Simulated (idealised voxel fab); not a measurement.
process module | voxel transistor to metal
Each square cell in cross-section cut measures 5 nm, and the section as a whole is 160 nm wide.
Square cells in a grid make up a cross-section in this document, and the grid is given as bands, listed from the top down, each one or more rows of cells.
The entry gives the band's vertical extent as a top height and a bottom height in nm, then its horizontal make-up as materials from left to right, each with a width in nm. "blank" stands for empty space; a single material marked "all across" fills the band edge to edge.
Heights are reckoned from 0. Under this level, the received wafer is all of one material. The bottommost band is open-ended downward, for example "0 down".
Width spec "30 to 40" -> top row of cells at first value, bottom row at second value, equal per-row change in between.
Any step labelled "nothing different" changed none of the cells in the cross-section.
Enclosed voids (no open way to top), threshold 8 cells or more, entry "Closed-off voids", notation width x height at distance, distance from left edge, nm.
On a step's line, text after the settings is the simulator commenting on that step.
overlay nm: right-of-plan distance of the mask on a masked step; negative values mean left-of-plan.
## Below is the list of planned process steps
- 1: RECEIVE | material Si
- 2: OXIDIZE | depth nm 5
- 3: CONFORMAL_DEP | material SiN | thk nm 10
- 4: MASKED_ETCH | tone cover | mask id ACTIVE | width nm 100 | etch materials SiN | depth nm 10 | overlay nm 0
- 5: MASKED_ETCH | tone cover | mask id ACTIVE | width nm 100 | etch materials SiO2 | depth nm 5 | overlay nm 0
- 6: MASKED_ETCH | tone cover | mask id ACTIVE | width nm 100 | etch materials Si | depth nm 25 | overlay nm 0
- 7: OXIDIZE | depth nm 5
- 8: FILL_DEP | material SiO2 | thk nm 15
- 9: CMP | height nm 10
- 10: SELECTIVE_ETCH | etch materials SiO2 | depth nm 5
- 11: STRIP | etch materials SiN
- 12: SELECTIVE_ETCH | etch materials SiO2 | depth nm 5
- 13: OXIDIZE | depth nm 5
- 14: DIRECTIONAL_DEP | material polySi | thk nm 30
- 15: DIRECTIONAL_DEP | material SiCN | thk nm 10
- 16: MASKED_ETCH | tone cover | mask id GATE | width nm 20 | etch materials SiCN | depth nm 20 | overlay nm 0
- 17: MASKED_ETCH | tone cover | mask id GATE | width nm 20 | etch materials polySi | depth nm 40 | overlay nm 0
- 18: CONFORMAL_DEP | material SiN | thk nm 5
- 19: DIRECTIONAL_ETCH | etch materials SiN | depth nm 5
- 20: DIRECTIONAL_ETCH | etch materials SiO2 | depth nm 5
- 21: EPI | material pSi | thk nm 5
- 22: FILL_DEP | material SiO2 | thk nm 10
- 23: CMP | height nm 35
- 24: DIRECTIONAL_DEP | material SiO2 | thk nm 15
- 25: MASKED_ETCH | tone open | mask id CONTACT | width nm 15 | pitch nm 75 | etch materials SiO2 | depth nm 55 | overlay nm 0
- 26: CONFORMAL_DEP | material TiN | thk nm 5
- 27: FILL_DEP | material Ru | thk nm 5
- 28: CMP | height nm 50
- 29: CONFORMAL_DEP | material SiCN | thk nm 5
- 30: DIRECTIONAL_DEP | material SiO2 | thk nm 25
- 31: PATTERN | tone open | mask id METAL_1 | material resist | width nm 15 | pitch nm 75 | thk nm 15 | overlay nm 0
- 32: DIRECTIONAL_ETCH | etch materials SiO2 | depth nm 25
- 33: DIRECTIONAL_ETCH | etch materials SiCN | depth nm 5
- 34: STRIP | etch materials resist
- 35: CONFORMAL_DEP | material TiN | thk nm 5
- 36: FILL_DEP | material Ru | thk nm 5
- 37: CMP | height nm 80
- 38: EPI | material Ru | thk nm 5
- 39: FILL_DEP | material SiCN | thk nm 5
## Incoming wafer, cross-sectional view, post step 1
0 down = Si all across
Closed-off voids: none
## Wafer cross-section at module end: first of two, run to plan
90 to 85 = SiCN all across
85 to 80 = 30 nm SiCN; 25 nm Ru; 50 nm SiCN; 25 nm Ru; 30 nm SiCN
80 to 55 = 35 nm SiO2; 5 nm TiN; 5 nm Ru; 5 nm TiN; 60 nm SiO2; 5 nm TiN; 5 nm Ru; 5 nm TiN; 35 nm SiO2
55 to 50 = 35 nm SiCN; 15 nm TiN; 60 nm SiCN; 15 nm TiN; 35 nm SiCN
50 to 35 = 35 nm SiO2; 5 nm TiN; 5 nm Ru; 5 nm TiN; 60 nm SiO2; 5 nm TiN; 5 nm Ru; 5 nm TiN; 35 nm SiO2
35 to 25 = 35 nm SiO2; 5 nm TiN; 5 nm Ru; 5 nm TiN; 15 nm SiO2; 5 nm SiN; 20 nm SiCN; 5 nm SiN; 15 nm SiO2; 5 nm TiN; 5 nm Ru; 5 nm TiN; 35 nm SiO2
25 to 0 = 35 nm SiO2; 5 nm TiN; 5 nm Ru; 5 nm TiN; 15 nm SiO2; 5 nm SiN; 20 nm polySi; 5 nm SiN; 15 nm SiO2; 5 nm TiN; 5 nm Ru; 5 nm TiN; 35 nm SiO2
0 to -5 = 25 nm SiO2; 5 nm SiN; 5 nm SiO2; 15 nm TiN; 15 nm SiO2; 5 nm SiN; 20 nm polySi; 5 nm SiN; 15 nm SiO2; 15 nm TiN; 5 nm SiO2; 5 nm SiN; 25 nm SiO2
-5 to -10 = 30 nm SiO2; 35 nm pSi; 30 nm SiO2; 35 nm pSi; 30 nm SiO2
-10 to -35 = 35 nm SiO2; 90 nm Si; 35 nm SiO2
-35 down = Si all across
Closed-off voids: none
## Wafer two (of two), end-of-module cross-section: start = wafer one, plan = wafer one, one run mistake
90 to 85 = SiCN all across
85 to 80 = 30 nm SiCN; 25 nm Ru; 50 nm SiCN; 25 nm Ru; 30 nm SiCN
80 to 55 = 35 nm SiO2; 5 nm TiN; 5 nm Ru; 5 nm TiN; 60 nm SiO2; 5 nm TiN; 5 nm Ru; 5 nm TiN; 35 nm SiO2
55 to 50 = 35 nm SiCN; 15 nm TiN; 60 nm SiCN; 15 nm TiN; 35 nm SiCN
50 to 35 = 35 nm SiO2; 5 nm TiN; 5 nm Ru; 5 nm TiN; 60 nm SiO2; 5 nm TiN; 5 nm Ru; 5 nm TiN; 35 nm SiO2
35 to 30 = 35 nm SiO2; 5 nm TiN; 5 nm Ru; 5 nm TiN; 15 nm SiO2; 5 nm SiN; 20 nm SiCN; 5 nm SiN; 15 nm SiO2; 5 nm TiN; 5 nm Ru; 5 nm TiN; 35 nm SiO2
30 to 5 = 35 nm SiO2; 5 nm TiN; 5 nm Ru; 5 nm TiN; 15 nm SiO2; 5 nm SiN; 20 nm polySi; 5 nm SiN; 15 nm SiO2; 5 nm TiN; 5 nm Ru; 5 nm TiN; 35 nm SiO2
5 to 0 = 35 nm SiO2; 15 nm TiN; 15 nm SiO2; 5 nm SiN; 20 nm polySi; 5 nm SiN; 15 nm SiO2; 15 nm TiN; 35 nm SiO2
0 to -5 = 30 nm SiO2; 5 nm SiN; 30 nm pSi; 30 nm SiO2; 30 nm pSi; 5 nm SiN; 30 nm SiO2
-5 to -10 = 30 nm pSi; 10 nm SiO2; 80 nm Si; 10 nm SiO2; 30 nm pSi
-10 down = Si all across
Closed-off voids: none
What broke from the plan during processing? rather than as planned, step 4 actually ran as MASKED_ETCH | tone open | mask id ACTIVE | width nm 100 | etch materials SiN | depth nm 10 | overlay nm 0
In the final state, the cell counts of the second wafer exceed or fall short of those of the first for the following materials: Ru: 2 fewer | Si: 86 more | SiCN: 4 fewer | SiN: 2 fewer | SiO2: 84 fewer | TiN: 4 fewer | pSi: 10 more
